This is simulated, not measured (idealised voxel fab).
A process module follows: voxel capacitor over wiring.
Cross-section cut spans 250 nm and uses square cells 5 nm in size.
A cross-section in this document is a grid of square cells, and it is written down as bands, the top band listed before the ones below it; a band is made up of one or more rows of cells. Look at the band entry: it leads with the top's height and the bottom's height in nm. Then it lists the materials left to right, with a width in nm for each. The word "throughout" on a single material says that material fills the band edge to edge. The word "empty" is empty space. Height datum 0, below which the as-received substrate wafer is one material. Lowest band open at the bottom, running downward: "0 -> down". A width such as "30 to 40" changes by the same amount from each row of cells to the next, from the band's top row to its bottom row. Where the words "changes: none" appear for a step, the cross-section shows no cell changed by that step; every cell remained as before. "Cavities, sealed" specifies each empty space that is not open to the top and that occupies no fewer than 8 cells, using the form width x height at distance, the distance measured from the left edge and all three quantities in nm. Text after the settings on a step's line: the simulator's own remark on that step. overlay nm: where the mask lay relative to plan, measured to the right, on steps with a mask; negatives go left.
## Set out below are the planned steps of the process
1: RECEIVE,material Si
2: CONFORMAL_DEP,material SiO2,thk nm 15
3: CONFORMAL_DEP,material SiN,thk nm 5
4: DIRECTIONAL_DEP,material SiO2,thk nm 15
5: PATTERN,tone open,mask id METAL_1,material resist,width nm 25,pitch nm 95,thk nm 15,overlay nm 0
6: DIRECTIONAL_ETCH,etch materials SiO2,depth nm 15
7: DIRECTIONAL_ETCH,etch materials SiN,depth nm 5
8: STRIP,etch materials resist
9: CONFORMAL_DEP,material TiN,thk nm 5
10: FILL_DEP,material W,thk nm 10
11: CMP,height nm 35
12: EPI,material Ru,thk nm 5
13: FILL_DEP,material SiCN,thk nm 5
14: DIRECTIONAL_DEP,material SiO2,thk nm 20
15: MASKED_ETCH,tone open,mask id PLUG_1,width nm 15,etch materials SiO2,depth nm 20,overlay nm 0
16: MASKED_ETCH,tone open,mask id PLUG_1,width nm 15,etch materials SiCN,depth nm 5,overlay nm 0
17: CONFORMAL_DEP,material TiN,thk nm 5
18: FILL_DEP,material Cu,thk nm 5
19: CMP,height nm 65
20: DIRECTIONAL_DEP,material TiN,thk nm 10
21: DIRECTIONAL_DEP,material HfO2,thk nm 5
22: DIRECTIONAL_DEP,material TiN,thk nm 10
23: DIRECTIONAL_DEP,material aC,thk nm 10
24: PATTERN,tone cover,mask id UPPER_PLATE,material resist,width nm 75,thk nm 25,overlay nm 0
25: DIRECTIONAL_ETCH,etch materials aC,depth nm 10
26: STRIP,etch materials resist
27: DIRECTIONAL_ETCH,etch materials TiN,depth nm 10
28: DIRECTIONAL_ETCH,etch materials HfO2,depth nm 5
29: STRIP,etch materials aC
30: DIRECTIONAL_DEP,material aC,thk nm 10
31: PATTERN,tone cover,mask id LOWER_PLATE,material resist,width nm 85,thk nm 30,overlay nm 0
32: DIRECTIONAL_ETCH,etch materials aC,depth nm 10
33: STRIP,etch materials resist
34: DIRECTIONAL_ETCH,etch materials TiN,depth nm 10
35: STRIP,etch materials aC
36: FILL_DEP,material SiO2,thk nm 15
37: CMP,height nm 100
38: DIRECTIONAL_DEP,material aC,thk nm 10
39: PATTERN,tone open,mask id PLUG_2,material resist,width nm 15,thk nm 30,overlay nm 0
40: DIRECTIONAL_ETCH,etch materials aC,depth nm 10
41: STRIP,etch materials resist
42: DIRECTIONAL_ETCH,etch materials SiO2,depth nm 10
43: STRIP,etch materials aC
44: CONFORMAL_DEP,material TiN,thk nm 5
45: FILL_DEP,material Ru,thk nm 5
46: CMP,height nm 100
47: CONFORMAL_DEP,material SiN,thk nm 5
## Step 1 complete: cross-section of the wafer as received
* 0 -> down: Si throughout
* Cavities, sealed: none
## Cross-sectional view of the first of the two wafers upon completion of the module, processed in accordance with the plan
* 105 -> 100: SiN throughout
* 100 -> 95: SiO2 85 nm  TiN 5 nm  Ru 5 nm  TiN 5 nm  SiO2 150 nm
* 95 -> 90: SiO2 85 nm  TiN 15 nm  SiO2 150 nm
* 90 -> 80: SiO2 75 nm  TiN 75 nm  SiO2 100 nm
* 80 -> 75: SiO2 75 nm  HfO2 75 nm  SiO2 100 nm
* 75 -> 65: SiO2 70 nm  TiN 85 nm  SiO2 95 nm
* 65 -> 45: SiO2 75 nm  TiN 5 nm  Cu 5 nm  TiN 5 nm  SiO2 160 nm
* 45 -> 40: SiCN 75 nm  TiN 15 nm  SiCN 160 nm
* 40 -> 35: SiCN 60 nm  Ru 35 nm  SiCN 60 nm  Ru 35 nm  SiCN 60 nm
* 35 -> 20: SiO2 65 nm  TiN 5 nm  W 15 nm  TiN 5 nm  SiO2 70 nm  TiN 5 nm  W 15 nm  TiN 5 nm  SiO2 65 nm
* 20 -> 15: SiN 65 nm  TiN 25 nm  SiN 70 nm  TiN 25 nm  SiN 65 nm
* 15 -> 0: SiO2 throughout
* 0 -> down: Si throughout
* Cavities, sealed: none
## Same start, same plan as the first wafer - but one mistake in the run. Cross-section of the second of the two at the end of the module
* 105 -> 100: SiN throughout
* 100 -> 95: SiO2 85 nm  TiN 5 nm  Ru 5 nm  TiN 5 nm  SiO2 150 nm
* 95 -> 90: SiO2 85 nm  TiN 15 nm  SiO2 150 nm
* 90 -> 80: SiO2 75 nm  TiN 75 nm  SiO2 100 nm
* 80 -> 75: SiO2 75 nm  HfO2 75 nm  SiO2 100 nm
* 75 -> 65: SiO2 70 nm  TiN 85 nm  SiO2 95 nm
* 65 -> 45: SiO2 75 nm  TiN 5 nm  Cu 5 nm  TiN 5 nm  SiO2 160 nm
* 45 -> 40: SiCN 75 nm  TiN 15 nm  SiCN 160 nm
* 40 -> 35: SiCN 60 nm  Ru 35 nm  SiCN 60 nm  Ru 35 nm  SiCN 60 nm
* 35 -> 25: SiO2 65 nm  TiN 5 nm  W 15 nm  TiN 5 nm  SiO2 70 nm  TiN 5 nm  W 15 nm  TiN 5 nm  SiO2 65 nm
* 25 -> 20: SiO2 65 nm  TiN 25 nm  SiO2 70 nm  TiN 25 nm  SiO2 65 nm
* 20 -> 5: SiO2 throughout
* 5 -> 0: SiN throughout
* 0 -> down: Si throughout
* Cavities, sealed: none
Nonconformance to the process plan: steps 2 and 3 swapped
Final comparison by cell count, materials where the second wafer has more or fewer than the first: SiN: 10 more, TiN: 4 fewer, W: 6 fewer
